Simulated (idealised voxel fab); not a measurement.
process module | voxel air gaps
cross-section cut | 300 nm wide | cells 5 nm
A cross-section is a grid of square cells, given in bands from the top down. A band is one or more rows of cells.
Each band's line starts with the height of the band's top and of its bottom, in nm. Then come its materials from left to right, each with its width in nm. One material with "throughout" fills the band from edge to edge. "air" is empty space.
Height 0 is the level under which the wafer as received is all one material. The lowest band goes on downwards, as in "0 down".
A width such as "30 to 40" changes by the same amount from each row of cells to the next, from the band's top row to its bottom row.
"no change" after a step means that no cell of the cross-section changed.
closed voids: empty space of 8 cells or more with no open way to the top, each as width x height at its distance from the left edge, in nm
after a step's settings: what the simulator itself notes on the step
overlay nm, on a step with a mask: how far to the right of its planned place the mask lay; to the left if negative
plan
1 op RECEIVE | material Si
2 op CONFORMAL_DEP | material SiO2 | thk nm 10
3 op CONFORMAL_DEP | material SiN | thk nm 5
4 op DIRECTIONAL_DEP | material lowk | thk nm 40
5 op MASKED_ETCH | tone open | mask id LINES | width nm 15 | pitch nm 45 | etch materials lowk | depth nm 40 | overlay nm 0
6 op CONFORMAL_DEP | material TiN | thk nm 5
7 op FILL_DEP | material Ru | thk nm 10
8 op CMP | height nm 55
9 op EPI | material Ru | thk nm 10
10 op SELECTIVE_ETCH | etch materials lowk | depth nm 50
11 op CONFORMAL_DEP | material SiN | thk nm 5
first wafer, as planned
as received, after step 1
  0 down: Si throughout
  closed voids: none
after step 2
  10 to 0: SiO2 throughout
  below 0: unchanged
after step 3
  15 to 10: SiN throughout
  below 10: unchanged
after step 4
  55 to 15: lowk throughout
  below 15: unchanged
after step 5
  55 to 15: lowk 95 | air 15 | lowk 30 | air 15 | lowk 30 | air 15 | lowk 100
  below 15: unchanged
after step 6
  60 to 55: TiN 100 | air 5 | TiN 40 | air 5 | TiN 40 | air 5 | TiN 105
  55 to 20: lowk 95 | TiN 5 | air 5 | TiN 5 | lowk 30 | TiN 5 | air 5 | TiN 5 | lowk 30 | TiN 5 | air 5 | TiN 5 | lowk 100
  20 to 15: lowk 95 | TiN 15 | lowk 30 | TiN 15 | lowk 30 | TiN 15 | lowk 100
  below 15: unchanged
after step 7
  70 to 60: Ru throughout
  60 to 55: TiN 100 | Ru 5 | TiN 40 | Ru 5 | TiN 40 | Ru 5 | TiN 105
  55 to 20: lowk 95 | TiN 5 | Ru 5 | TiN 5 | lowk 30 | TiN 5 | Ru 5 | TiN 5 | lowk 30 | TiN 5 | Ru 5 | TiN 5 | lowk 100
  below 20: unchanged
after step 8
  55 to 20: lowk 95 | TiN 5 | Ru 5 | TiN 5 | lowk 30 | TiN 5 | Ru 5 | TiN 5 | lowk 30 | TiN 5 | Ru 5 | TiN 5 | lowk 100
  below 20: unchanged
after step 9
  65 to 55: air 85 | Ru 35 | air 10 | Ru 35 | air 10 | Ru 35 | air 90
  below 55: unchanged
after step 10
  65 to 55: air 85 | Ru 35 | air 10 | Ru 35 | air 10 | Ru 35 | air 90
  55 to 20: air 95 | TiN 5 | Ru 5 | TiN 5 | air 30 | TiN 5 | Ru 5 | TiN 5 | air 30 | TiN 5 | Ru 5 | TiN 5 | air 100
  20 to 15: air 95 | TiN 15 | air 30 | TiN 15 | air 30 | TiN 15 | air 100
  below 15: unchanged
after step 11
  70 to 65: air 80 | SiN 135 | air 85
  65 to 55: air 80 | SiN 5 | Ru 35 | SiN 10 | Ru 35 | SiN 10 | Ru 35 | SiN 5 | air 85
  55 to 50: air 80 | SiN 15 | TiN 5 | Ru 5 | TiN 5 | SiN 30 | TiN 5 | Ru 5 | TiN 5 | SiN 30 | TiN 5 | Ru 5 | TiN 5 | SiN 15 | air 85
  50 to 20: air 90 | SiN 5 | TiN 5 | Ru 5 | TiN 5 | SiN 5 | air 20 | SiN 5 | TiN 5 | Ru 5 | TiN 5 | SiN 5 | air 20 | SiN 5 | TiN 5 | Ru 5 | TiN 5 | SiN 5 | air 95
  20 to 15: SiN 95 | TiN 15 | SiN 30 | TiN 15 | SiN 30 | TiN 15 | SiN 100
  below 15: unchanged
  closed voids: 20 x 30 at 115; 20 x 30 at 160
second wafer: like start, like plan, one mistake. Through step 4 it matches the first wafer
when step 5 should have ended
  55 to 15: lowk 95 | air 20 | lowk 25 | air 20 | lowk 25 | air 20 | lowk 95
  below 15: unchanged
when step 6 should have ended
  60 to 55: TiN 100 | air 10 | TiN 35 | air 10 | TiN 35 | air 10 | TiN 100
  55 to 20: lowk 95 | TiN 5 | air 10 | TiN 5 | lowk 25 | TiN 5 | air 10 | TiN 5 | lowk 25 | TiN 5 | air 10 | TiN 5 | lowk 95
  20 to 15: lowk 95 | TiN 20 | lowk 25 | TiN 20 | lowk 25 | TiN 20 | lowk 95
  below 15: unchanged
when step 7 should have ended
  70 to 60: Ru throughout
  60 to 55: TiN 100 | Ru 10 | TiN 35 | Ru 10 | TiN 35 | Ru 10 | TiN 100
  55 to 20: lowk 95 | TiN 5 | Ru 10 | TiN 5 | lowk 25 | TiN 5 | Ru 10 | TiN 5 | lowk 25 | TiN 5 | Ru 10 | TiN 5 | lowk 95
  below 20: unchanged
when step 8 should have ended
  55 to 20: lowk 95 | TiN 5 | Ru 10 | TiN 5 | lowk 25 | TiN 5 | Ru 10 | TiN 5 | lowk 25 | TiN 5 | Ru 10 | TiN 5 | lowk 95
  below 20: unchanged
when step 9 should have ended
  65 to 55: air 85 | Ru 40 | air 5 | Ru 40 | air 5 | Ru 40 | air 85
  below 55: unchanged
when step 10 should have ended
  65 to 55: air 85 | Ru 40 | air 5 | Ru 40 | air 5 | Ru 40 | air 85
  55 to 20: air 95 | TiN 5 | Ru 10 | TiN 5 | air 25 | TiN 5 | Ru 10 | TiN 5 | air 25 | TiN 5 | Ru 10 | TiN 5 | air 95
  20 to 15: air 95 | TiN 20 | air 25 | TiN 20 | air 25 | TiN 20 | air 95
  below 15: unchanged
when step 11 should have ended
  70 to 65: air 80 | SiN 140 | air 80
  65 to 55: air 80 | SiN 5 | Ru 40 | SiN 5 | Ru 40 | SiN 5 | Ru 40 | SiN 5 | air 80
  55 to 50: air 80 | SiN 15 | TiN 5 | Ru 10 | TiN 5 | SiN 25 | TiN 5 | Ru 10 | TiN 5 | SiN 25 | TiN 5 | Ru 10 | TiN 5 | SiN 15 | air 80
  50 to 20: air 90 | SiN 5 | TiN 5 | Ru 10 | TiN 5 | SiN 5 | air 15 | SiN 5 | TiN 5 | Ru 10 | TiN 5 | SiN 5 | air 15 | SiN 5 | TiN 5 | Ru 10 | TiN 5 | SiN 5 | air 90
  20 to 15: SiN 95 | TiN 20 | SiN 25 | TiN 20 | SiN 25 | TiN 20 | SiN 95
  below 15: unchanged
  closed voids: 15 x 30 at 120; 15 x 30 at 165
what went wrong: step 5 ran as: op MASKED_ETCH | tone open | mask id LINES | width nm 20 | pitch nm 45 | etch materials lowk | depth nm 40 | overlay nm 0
at the end the second wafer has, in cells: 27 more of Ru | 8 fewer of SiN | 3 more of TiN
